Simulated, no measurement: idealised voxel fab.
Documented hereafter: the process module known as voxel transistor to metal.
Displayed cross-section: cut, width of 215 nm, square cells sized 5 nm.
In this document a cross-section is written as a grid of square cells. It is given as a series of bands, listed from the top down, and a band is one or more rows of cells.
Within each band entry, the heights of the top and of the bottom of the band appear first, in that order and in nm; the materials of the band then follow from left to right, each with its corresponding width in nm. The designation "full width" on a single material indicates that it fills the band from edge to edge; the designation "empty" indicates empty space.
Ref level 0: as-received wafer is one material below here. Bottom band extends down with no lower bound ("z 0 and below").
Top row gets the first number, bottom row gets the second, and each row in between changes by the same step: that is how a band width like "30..40" works.
"identical to before" means the step left every cell of the cross-section as it was.
For the entry "Closed empty spaces", the listed items are empty spaces with no open way to the top whose size is 8 cells or more; each item follows the pattern width x height at distance, where distance is from the left edge and all three are in nm.
Whatever follows a step's settings on its line is a remark the simulator itself makes about that step.
Among the settings permitted on a step's line is "overlay nm"; applied to a step with a mask, it specifies the extent to which the mask lay to the right of its planned position, whereas a negative figure signifies a position to the left.
# This section lists the process steps that were planned
1: RECEIVE [material Si]
2: OXIDIZE [depth nm 5]
3: CONFORMAL_DEP [material SiN] [thk nm 15]
4: MASKED_ETCH [tone cover] [mask id ACTIVE] [width nm 95] [etch materials SiN] [depth nm 15] [overlay nm 0]
5: MASKED_ETCH [tone cover] [mask id ACTIVE] [width nm 95] [etch materials SiO2] [depth nm 5] [overlay nm 0]
6: MASKED_ETCH [tone cover] [mask id ACTIVE] [width nm 95] [etch materials Si] [depth nm 35] [overlay nm 0]
7: OXIDIZE [depth nm 5]
8: FILL_DEP [material SiO2] [thk nm 10]
9: CMP [height nm 15]
10: SELECTIVE_ETCH [etch materials SiO2] [depth nm 5]
11: STRIP [etch materials SiN]
12: SELECTIVE_ETCH [etch materials SiO2] [depth nm 5]
13: OXIDIZE [depth nm 5]
14: DIRECTIONAL_DEP [material polySi] [thk nm 30]
15: DIRECTIONAL_DEP [material SiCN] [thk nm 15]
16: MASKED_ETCH [tone cover] [mask id GATE] [width nm 15] [etch materials SiCN] [depth nm 25] [overlay nm 0]
17: MASKED_ETCH [tone cover] [mask id GATE] [width nm 15] [etch materials polySi] [depth nm 40] [overlay nm 0]
18: CONFORMAL_DEP [material SiO2] [thk nm 5]
19: DIRECTIONAL_ETCH [etch materials SiO2] [depth nm 5]
20: CONFORMAL_DEP [material SiN] [thk nm 5]
21: DIRECTIONAL_ETCH [etch materials SiN] [depth nm 5]
22: DIRECTIONAL_ETCH [etch materials SiO2] [depth nm 5]
23: DIRECTIONAL_ETCH [etch materials Si] [depth nm 15]
24: EPI [material SiGe] [thk nm 20]
25: FILL_DEP [material SiO2] [thk nm 10]
26: CMP [height nm 40]
27: DIRECTIONAL_DEP [material SiO2] [thk nm 15]
28: MASKED_ETCH [tone open] [mask id CONTACT] [width nm 25] [pitch nm 50] [etch materials SiO2] [depth nm 45] [overlay nm 0]
29: CONFORMAL_DEP [material TiN] [thk nm 5]
30: FILL_DEP [material Ru] [thk nm 10]
31: CMP [height nm 55]
32: CONFORMAL_DEP [material SiN] [thk nm 5]
33: DIRECTIONAL_DEP [material lowk] [thk nm 15]
34: PATTERN [tone open] [mask id METAL_1] [material resist] [width nm 15] [pitch nm 60] [thk nm 20] [overlay nm 0]
35: DIRECTIONAL_ETCH [etch materials lowk] [depth nm 15]
36: DIRECTIONAL_ETCH [etch materials SiN] [depth nm 5]
37: STRIP [etch materials resist]
38: CONFORMAL_DEP [material TiN] [thk nm 5]
39: FILL_DEP [material W] [thk nm 5]
40: CMP [height nm 75]
41: EPI [material Ru] [thk nm 5]
42: FILL_DEP [material SiCN] [thk nm 5]
# Delivered wafer in cross-section: state after step 1
* z 0 and below  Si full width
* Closed empty spaces: none
# The cross-section shown corresponds to the wafer at the conclusion of the module. The initial structure and the process plan are those presented above; however, one mistake occurred in executing the plan
* z 85 to 80  SiCN full width
* z 80 to 75  65 nm SiCN  25 nm Ru  35 nm SiCN  25 nm Ru  65 nm SiCN
* z 75 to 60  70 nm lowk  5 nm TiN  5 nm W  5 nm TiN  45 nm lowk  5 nm TiN  5 nm W  5 nm TiN  70 nm lowk
* z 60 to 55  70 nm SiN  15 nm TiN  45 nm SiN  15 nm TiN  70 nm SiN
* z 55 to 45  70 nm SiO2  5 nm TiN  15 nm Ru  5 nm TiN  25 nm SiO2  5 nm TiN  15 nm Ru  5 nm TiN  70 nm SiO2
* z 45 to 40  70 nm SiO2  5 nm TiN  10 nm Ru  10 nm TiN  25 nm SiO2  10 nm TiN  10 nm Ru  5 nm TiN  70 nm SiO2
* z 40 to 30  70 nm SiO2  5 nm TiN  10 nm Ru  5 nm TiN  5 nm SiN  5 nm SiO2  15 nm SiCN  5 nm SiO2  5 nm SiN  5 nm TiN  10 nm Ru  5 nm TiN  70 nm SiO2
* z 30 to 25  70 nm SiO2  20 nm TiN  5 nm SiN  5 nm SiO2  15 nm SiCN  5 nm SiO2  5 nm SiN  20 nm TiN  70 nm SiO2
* z 25 to 10  90 nm SiO2  5 nm SiN  5 nm SiO2  15 nm polySi  5 nm SiO2  5 nm SiN  90 nm SiO2
* z 10 to 5  70 nm SiO2  20 nm SiGe  5 nm SiN  5 nm SiO2  15 nm polySi  5 nm SiO2  5 nm SiN  20 nm SiGe  70 nm SiO2
* z 5 to -5  60 nm SiO2  5 nm SiN  5 nm SiO2  20 nm SiGe  5 nm SiN  5 nm SiO2  15 nm polySi  5 nm SiO2  5 nm SiN  20 nm SiGe  5 nm SiO2  5 nm SiN  60 nm SiO2
* z -5 to -10  65 nm SiO2  25 nm SiGe  35 nm SiO2  25 nm SiGe  65 nm SiO2
* z -10 to -25  65 nm SiO2  25 nm SiGe  35 nm Si  25 nm SiGe  65 nm SiO2
* z -25 to -45  65 nm SiO2  85 nm Si  65 nm SiO2
* z -45 and below  Si full width
* Closed empty spaces: none
Short version of what went wrong: regarding the plan, step 27 was run twice
